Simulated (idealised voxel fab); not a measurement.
process module | voxel capacitor over wiring
cross-section cut | 215 nm wide | cells 5 nm
A cross-section is a grid of square cells, given in bands from the top down. A band is one or more rows of cells.
Each band's line starts with the height of the band's top and of its bottom, in nm. Then come its materials from left to right, each with its width in nm. One material with "throughout" fills the band from edge to edge. "air" is empty space.
Height 0 is the level under which the wafer as received is all one material. The lowest band goes on downwards, as in "0 down".
A width such as "30 to 40" changes by the same amount from each row of cells to the next, from the band's top row to its bottom row.
"no change" after a step means that no cell of the cross-section changed.
closed voids: empty space of 8 cells or more with no open way to the top, each as width x height at its distance from the left edge, in nm
after a step's settings: what the simulator itself notes on the step
overlay nm, on a step with a mask: how far to the right of its planned place the mask lay; to the left if negative
plan
1 op RECEIVE | material Si
2 op CONFORMAL_DEP | material SiO2 | thk nm 10
3 op DIRECTIONAL_DEP | material TiN | thk nm 5
4 op DIRECTIONAL_DEP | material Ru | thk nm 20
5 op DIRECTIONAL_DEP | material aC | thk nm 15
6 op PATTERN | tone cover | mask id METAL_1 | material resist | width nm 30 | pitch nm 95 | thk nm 30 | overlay nm 0
7 op DIRECTIONAL_ETCH | etch materials aC | depth nm 15
8 op STRIP | etch materials resist
9 op DIRECTIONAL_ETCH | etch materials Ru | depth nm 20
10 op DIRECTIONAL_ETCH | etch materials TiN | depth nm 5
11 op STRIP | etch materials aC
12 op CONFORMAL_DEP | material SiN | thk nm 5
13 op FILL_DEP | material lowk | thk nm 10
14 op CMP | height nm 35
15 op CONFORMAL_DEP | material SiCN | thk nm 5
16 op DIRECTIONAL_DEP | material SiO2 | thk nm 20
17 op MASKED_ETCH | tone open | mask id PLUG_1 | width nm 15 | etch materials SiO2 | depth nm 20 | overlay nm 0
18 op MASKED_ETCH | tone open | mask id PLUG_1 | width nm 15 | etch materials SiCN | depth nm 5 | overlay nm 0
19 op CONFORMAL_DEP | material TiN | thk nm 5
20 op FILL_DEP | material Ru | thk nm 5
21 op CMP | height nm 60
22 op DIRECTIONAL_DEP | material TiN | thk nm 5
23 op DIRECTIONAL_DEP | material HfO2 | thk nm 5
24 op DIRECTIONAL_DEP | material TiN | thk nm 5
25 op PATTERN | tone cover | mask id UPPER_PLATE | material resist | width nm 70 | thk nm 15 | overlay nm 0
26 op DIRECTIONAL_ETCH | etch materials TiN | depth nm 5
27 op DIRECTIONAL_ETCH | etch materials HfO2 | depth nm 5
28 op STRIP | etch materials resist
29 op PATTERN | tone cover | mask id LOWER_PLATE | material resist | width nm 80 | thk nm 20 | overlay nm 0
30 op DIRECTIONAL_ETCH | etch materials TiN | depth nm 5
31 op STRIP | etch materials resist
32 op FILL_DEP | material SiO2 | thk nm 20
33 op CMP | height nm 90
34 op PATTERN | tone open | mask id PLUG_2 | material resist | width nm 15 | thk nm 20 | overlay nm 0
35 op DIRECTIONAL_ETCH | etch materials SiO2 | depth nm 15
36 op STRIP | etch materials resist
37 op CONFORMAL_DEP | material TiN | thk nm 5
38 op FILL_DEP | material Cu | thk nm 10
39 op CMP | height nm 90
40 op CONFORMAL_DEP | material SiCN | thk nm 5
as received, after step 1
  0 down: Si throughout
  closed voids: none
a wafer at the end: this start, this plan, one mistake
  95 to 90: SiCN throughout
  90 to 80: SiO2 70 | TiN 5 | Cu 5 | TiN 5 | SiO2 130
  80 to 70: SiO2 70 to 60 | TiN 15 to 70 | SiO2 130 to 85
  70 to 65: SiO2 60 | HfO2 70 | SiO2 85
  65 to 60: SiO2 55 | TiN 80 | SiO2 80
  60 to 40: SiO2 60 | TiN 5 | Ru 5 | TiN 5 | SiO2 140
  40 to 35: SiCN 60 | TiN 15 | SiCN 140
  35 to 15: lowk 45 | SiN 5 | Ru 20 | SiN 5 | lowk 65 | SiN 5 | Ru 20 | SiN 5 | lowk 45
  15 to 10: SiN 50 | TiN 20 | SiN 75 | TiN 20 | SiN 50
  10 to 0: SiO2 throughout
  0 down: Si throughout
  closed voids: none
what went wrong: step 6 ran as: op PATTERN | tone cover | mask id METAL_1 | material resist | width nm 20 | pitch nm 95 | thk nm 30 | overlay nm 0
